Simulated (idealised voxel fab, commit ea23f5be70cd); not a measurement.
Title: Process Module voxel tone inversion
It is cross-section cut that appears here, measuring 200 nm in width, its square cells being 5 nm in size.
Reading order for cross-sections: top band down to bottom band. Underlying form: a grid of square cells. Band size: one or more rows of cells.
Top height, bottom height, nm. Materials left to right, width each, nm. Single material + "edge to edge" = fills band edge to edge. "air" = empty.
Heights are measured from 0, the level below which the as-received wafer is all one material; the lowest band has no bottom and continues downward, written as in "0 down".
When a width is written as two numbers, as in "30->40", the first number is the width in the top row of cells of the band and the second is the width in its bottom row, and the width changes by the same amount from each row to the next.
Key: "no change" - step with no changed cell in the cross-section.
Each empty space that has no open way to the top and spans at least 8 cells appears under "Completely enclosed voids" as width x height at distance, the distance counted from the left edge, all in nm.
Past the settings on a step's line: simulator remark, on that step.
The line of a step may include "overlay nm". On a step with a mask, this value is how far to the right of its planned place the mask lay. A negative value means the mask lay to the left.
SET OUT BELOW ARE THE PLANNED STEPS OF THE PROCESS
step 1: RECEIVE | material Si
step 2: CONFORMAL_DEP | material SiCN | thk nm 5
step 3: DIRECTIONAL_DEP | material aC | thk nm 25
step 4: PATTERN | tone cover | mask id POSTS | material resist | width nm 20 | pitch nm 35 | thk nm 35 | overlay nm 0
step 5: DIRECTIONAL_ETCH | etch materials aC | depth nm 25
step 6: STRIP | etch materials resist
step 7: FILL_DEP | material SiO2 | thk nm 10
step 8: CMP | height nm 30
step 9: STRIP | etch materials aC
step 10: CONFORMAL_DEP | material TiN | thk nm 5
step 11: FILL_DEP | material Cu | thk nm 10
step 12: CMP | height nm 30
step 13: CONFORMAL_DEP | material SiCN | thk nm 5
INCOMING WAFER, CROSS-SECTIONAL VIEW, POST STEP 1
0 down  Si edge to edge
Completely enclosed voids: none
SECTIONED VIEW, FIRST OF TWO WAFERS, AT THE CLOSE OF THE MODULE, PROCESSED AS INTENDED IN THE PLAN
35 to 30  SiCN edge to edge
30 to 10  SiO2 (70) | TiN (5) | Cu (10) | TiN (5) | SiO2 (15) | TiN (5) | Cu (10) | TiN (5) | SiO2 (75)
10 to 5  SiO2 (70) | TiN (20) | SiO2 (15) | TiN (20) | SiO2 (75)
5 to 0  SiCN edge to edge
0 down  Si edge to edge
Completely enclosed voids: none
SAME START, SAME PLAN AS THE FIRST WAFER - BUT ONE MISTAKE IN THE RUN. CROSS-SECTION OF THE SECOND OF THE TWO AT THE END OF THE MODULE
35 to 30  SiCN edge to edge
30 to 10  Cu (65) | TiN (5) | SiO2 (20) | TiN (5) | Cu (5) | TiN (5) | SiO2 (20) | TiN (5) | Cu (70)
10 to 5  TiN (70) | SiO2 (20) | TiN (15) | SiO2 (20) | TiN (75)
5 to 0  SiCN edge to edge
0 down  Si edge to edge
Completely enclosed voids: none
It is concluded that the wafer was processed incorrectly with respect to the plan, in that step 4 did not happen as planned, as run it was PATTERN | tone open | mask id POSTS | material resist | width nm 20 | pitch nm 35 | thk nm 35 | overlay nm 0
Final tally in cells, some materials are higher or lower on the second wafer than on the first: Cu +96 | SiO2 -120 | TiN +24
